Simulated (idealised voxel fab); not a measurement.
The document below concerns the process module designated voxel released beams.
Section cut is 175 nm wide and gridded with 5 nm square cells.
We lay out every cross-section as a grid of square cells and spell it out in bands from the top down, where one band means one or more rows of cells.
Band: top and bottom heights (nm) first, top before bottom; then materials from left to right, widths in nm. "throughout" marks a sole material filling the band edge to edge. "empty" denotes empty space.
All heights in this document are referenced to 0, defined as the level beneath which the wafer, as received, consists entirely of one material. The lowest band is not bounded below; it extends indefinitely downward and is written in the form "top 0, no bottom".
With a width like "30->40", each row of cells in the band differs from the next by the same amount, the top row carrying the first number and the bottom row the second.
Reading "no change" for a step: not a cell of the cross-section changed in it.
Completely sealed voids: empty space of 8 cells or more with no open way to the top, each as width x height at its distance from the left edge, in nm
Heads up: the bit after the settings on a step's line is the simulator's remark on that step.
For masked steps, "overlay nm" on the step line gives how far right of plan the mask actually lay; a minus sign means it lay to the left.
List of planned process steps:
step 1: RECEIVE [material Si]
step 2: CONFORMAL_DEP [material SiN] [thk nm 5]
step 3: DIRECTIONAL_DEP [material SiO2] [thk nm 15]
step 4: PATTERN [tone open] [mask id ANCHOR] [material resist] [width nm 25] [thk nm 15] [overlay nm 0]
step 5: DIRECTIONAL_ETCH [etch materials SiO2] [depth nm 15]
step 6: STRIP [etch materials resist]
step 7: CONFORMAL_DEP [material TiN] [thk nm 10]
step 8: DIRECTIONAL_DEP [material aC] [thk nm 15]
step 9: PATTERN [tone cover] [mask id BEAM] [material resist] [width nm 95] [thk nm 30] [overlay nm 0]
step 10: DIRECTIONAL_ETCH [etch materials aC] [depth nm 15]
step 11: STRIP [etch materials resist]
step 12: DIRECTIONAL_ETCH [etch materials TiN] [depth nm 10]
step 13: STRIP [etch materials aC]
step 14: STRIP [etch materials SiO2]
On the first of the two wafers: run conducted according to plan:
Incoming wafer, cross-sectional view, post step 1:
- top 0, no bottom | Si throughout
- Completely sealed voids: none
Wafer section view after processing step 2:
- top 5, bottom 0 | SiN throughout
- Nothing below the height 0 has changed.
Wafer section view after processing step 3:
- top 20, bottom 5 | SiO2 throughout
- Nothing below the height 5 has changed.
Wafer section view after processing step 4:
- top 35, bottom 20 | resist (40)  empty (25)  resist (110)
- Nothing below the height 20 has changed.
Wafer section view after processing step 5:
- top 35, bottom 20 | resist (40)  empty (25)  resist (110)
- top 20, bottom 5 | SiO2 (40)  empty (25)  SiO2 (110)
- Nothing below the height 5 has changed.
Wafer section view after processing step 6:
- top 20, bottom 5 | SiO2 (40)  empty (25)  SiO2 (110)
- Nothing below the height 5 has changed.
Wafer section view after processing step 7:
- top 30, bottom 20 | TiN (50)  empty (5)  TiN (120)
- top 20, bottom 15 | SiO2 (40)  TiN (10)  empty (5)  TiN (10)  SiO2 (110)
- top 15, bottom 5 | SiO2 (40)  TiN (25)  SiO2 (110)
- Nothing below the height 5 has changed.
Wafer section view after processing step 8:
- top 45, bottom 30 | aC (50)  empty (5)  aC (120)
- top 30, bottom 20 | TiN (50)  aC (5)  TiN (120)
- top 20, bottom 15 | SiO2 (40)  TiN (10)  aC (5)  TiN (10)  SiO2 (110)
- Nothing below the height 15 has changed.
Wafer section view after processing step 9:
- top 75, bottom 45 | empty (35)  resist (95)  empty (45)
- top 45, bottom 30 | aC (50)  resist (5)  aC (120)
- Nothing below the height 30 has changed.
Wafer section view after processing step 10:
- top 60, bottom 45 | empty (35)  resist (95)  empty (45)
- top 45, bottom 30 | empty (35)  aC (15)  resist (5)  aC (75)  empty (45)
- Nothing below the height 30 has changed.
Wafer section view after processing step 11:
- top 45, bottom 30 | empty (35)  aC (15)  empty (5)  aC (75)  empty (45)
- Nothing below the height 30 has changed.
Wafer section view after processing step 12:
- top 45, bottom 30 | empty (35)  aC (15)  empty (5)  aC (75)  empty (45)
- top 30, bottom 20 | empty (35)  TiN (15)  aC (5)  TiN (75)  empty (45)
- Nothing below the height 20 has changed.
Wafer section view after processing step 13:
- top 30, bottom 20 | empty (35)  TiN (15)  empty (5)  TiN (75)  empty (45)
- top 20, bottom 15 | SiO2 (40)  TiN (10)  empty (5)  TiN (10)  SiO2 (110)
- Nothing below the height 15 has changed.
Wafer section view after processing step 14:
- top 30, bottom 20 | empty (35)  TiN (15)  empty (5)  TiN (75)  empty (45)
- top 20, bottom 15 | empty (40)  TiN (10)  empty (5)  TiN (10)  empty (110)
- top 15, bottom 5 | empty (40)  TiN (25)  empty (110)
- Nothing below the height 5 has changed.
Second wafer. Start and plan as for the first. One mistake made in running. Agrees with the first up to and including step 3:
Second wafer, cross-section, planned end of step 4:
- top 35, bottom 20 | empty (40)  resist (25)  empty (110)
- Nothing below the height 20 has changed.
Second wafer, cross-section, planned end of step 5:
- top 35, bottom 20 | empty (40)  resist (25)  empty (110)
- top 20, bottom 5 | empty (40)  SiO2 (25)  empty (110)
- Nothing below the height 5 has changed.
Second wafer, cross-section, planned end of step 6:
- top 20, bottom 5 | empty (40)  SiO2 (25)  empty (110)
- Nothing below the height 5 has changed.
Second wafer, cross-section, planned end of step 7:
- top 30, bottom 20 | empty (30)  TiN (45)  empty (100)
- top 20, bottom 15 | empty (30)  TiN (10)  SiO2 (25)  TiN (10)  empty (100)
- top 15, bottom 5 | TiN (40)  SiO2 (25)  TiN (110)
- Nothing below the height 5 has changed.
Second wafer, cross-section, planned end of step 8:
- top 45, bottom 30 | empty (30)  aC (45)  empty (100)
- top 30, bottom 20 | aC (30)  TiN (45)  aC (100)
- top 20, bottom 15 | aC (30)  TiN (10)  SiO2 (25)  TiN (10)  aC (100)
- Nothing below the height 15 has changed.
Second wafer, cross-section, planned end of step 9:
- top 75, bottom 45 | empty (35)  resist (95)  empty (45)
- top 45, bottom 30 | empty (30)  aC (45)  resist (55)  empty (45)
- Nothing below the height 30 has changed.
Second wafer, cross-section, planned end of step 10:
- top 60, bottom 45 | empty (35)  resist (95)  empty (45)
- top 45, bottom 30 | empty (35)  aC (40)  resist (55)  empty (45)
- top 30, bottom 20 | empty (30)  TiN (45)  aC (55)  empty (45)
- top 20, bottom 15 | empty (30)  TiN (10)  SiO2 (25)  TiN (10)  aC (55)  empty (45)
- Nothing below the height 15 has changed.
Second wafer, cross-section, planned end of step 11:
- top 45, bottom 30 | empty (35)  aC (40)  empty (100)
- Nothing below the height 30 has changed.
Second wafer, cross-section, planned end of step 12:
- top 45, bottom 30 | empty (35)  aC (40)  empty (100)
- top 30, bottom 20 | empty (35)  TiN (40)  aC (55)  empty (45)
- top 20, bottom 15 | empty (30)  TiN (10)  SiO2 (25)  TiN (10)  aC (55)  empty (45)
- top 15, bottom 5 | empty (30)  TiN (10)  SiO2 (25)  TiN (65)  empty (45)
- Nothing below the height 5 has changed.
Second wafer, cross-section, planned end of step 13:
- top 30, bottom 20 | empty (35)  TiN (40)  empty (100)
- top 20, bottom 15 | empty (30)  TiN (10)  SiO2 (25)  TiN (10)  empty (100)
- Nothing below the height 15 has changed.
Second wafer, cross-section, planned end of step 14: no change
Deviation from plan: step 4 ran with different settings than intended, the actual operation and settings being PATTERN [tone cover] [mask id ANCHOR] [material resist] [width nm 25] [thk nm 15] [overlay nm 0]
End check, counted in cells, second wafer has more or fewer of these materials than the first: 15 more of SiO2
